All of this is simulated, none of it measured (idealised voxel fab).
process module | voxel tone inversion
cross-section cut | 140 nm wide | cells 5 nm
A cross-section is a grid of square cells, given in bands from the top down. A band is one or more rows of cells.
Each band's line starts with the height of the band's top and of its bottom, in nm. Then come its materials from left to right, each with its width in nm. One material with "throughout" fills the band from edge to edge. "air" is empty space.
Height 0 is the level under which the wafer as received is all one material. The lowest band goes on downwards, as in "0 down".
A width such as "30 to 40" changes by the same amount from each row of cells to the next, from the band's top row to its bottom row.
"no change" after a step means that no cell of the cross-section changed.
closed voids: empty space of 8 cells or more with no open way to the top, each as width x height at its distance from the left edge, in nm
after a step's settings: what the simulator itself notes on the step
overlay nm, on a step with a mask: how far to the right of its planned place the mask lay; to the left if negative
plan
1 op RECEIVE | material Si
2 op CONFORMAL_DEP | material SiCN | thk nm 10
3 op DIRECTIONAL_DEP | material aC | thk nm 20
4 op PATTERN | tone cover | mask id POSTS | material resist | width nm 15 | pitch nm 45 | thk nm 30 | overlay nm 0
5 op DIRECTIONAL_ETCH | etch materials aC | depth nm 20
6 op STRIP | etch materials resist
7 op FILL_DEP | material lowk | thk nm 5
8 op CMP | height nm 30
9 op STRIP | etch materials aC
first wafer, as planned
as received, after step 1
  0 down: Si throughout
  closed voids: none
after step 2
  10 to 0: SiCN throughout
  below 0: unchanged
after step 3
  30 to 10: aC throughout
  below 10: unchanged
after step 4
  60 to 30: air 40 | resist 15 | air 30 | resist 15 | air 40
  below 30: unchanged
after step 5
  40 to 30: air 40 | resist 15 | air 30 | resist 15 | air 40
  30 to 10: air 40 | aC 15 | air 30 | aC 15 | air 40
  below 10: unchanged
after step 6
  30 to 10: air 40 | aC 15 | air 30 | aC 15 | air 40
  below 10: unchanged
after step 7
  35 to 30: lowk throughout
  30 to 10: lowk 40 | aC 15 | lowk 30 | aC 15 | lowk 40
  below 10: unchanged
after step 8
  30 to 10: lowk 40 | aC 15 | lowk 30 | aC 15 | lowk 40
  below 10: unchanged
after step 9
  30 to 10: lowk 40 | air 15 | lowk 30 | air 15 | lowk 40
  below 10: unchanged
second wafer: like start, like plan, one mistake. Through step 3 it matches the first wafer
when step 4 should have ended
  60 to 30: air 30 | resist 15 | air 30 | resist 15 | air 50
  below 30: unchanged
when step 5 should have ended
  40 to 30: air 30 | resist 15 | air 30 | resist 15 | air 50
  30 to 10: air 30 | aC 15 | air 30 | aC 15 | air 50
  below 10: unchanged
when step 6 should have ended
  30 to 10: air 30 | aC 15 | air 30 | aC 15 | air 50
  below 10: unchanged
when step 7 should have ended
  35 to 30: lowk throughout
  30 to 10: lowk 30 | aC 15 | lowk 30 | aC 15 | lowk 50
  below 10: unchanged
when step 8 should have ended
  30 to 10: lowk 30 | aC 15 | lowk 30 | aC 15 | lowk 50
  below 10: unchanged
when step 9 should have ended
  30 to 10: lowk 30 | air 15 | lowk 30 | air 15 | lowk 50
  below 10: unchanged
what went wrong: step 4 ran as: op PATTERN | tone cover | mask id POSTS | material resist | width nm 15 | pitch nm 45 | thk nm 30 | overlay nm -10
at the end the second wafer has, in cells: as many of each material as the first, in other places
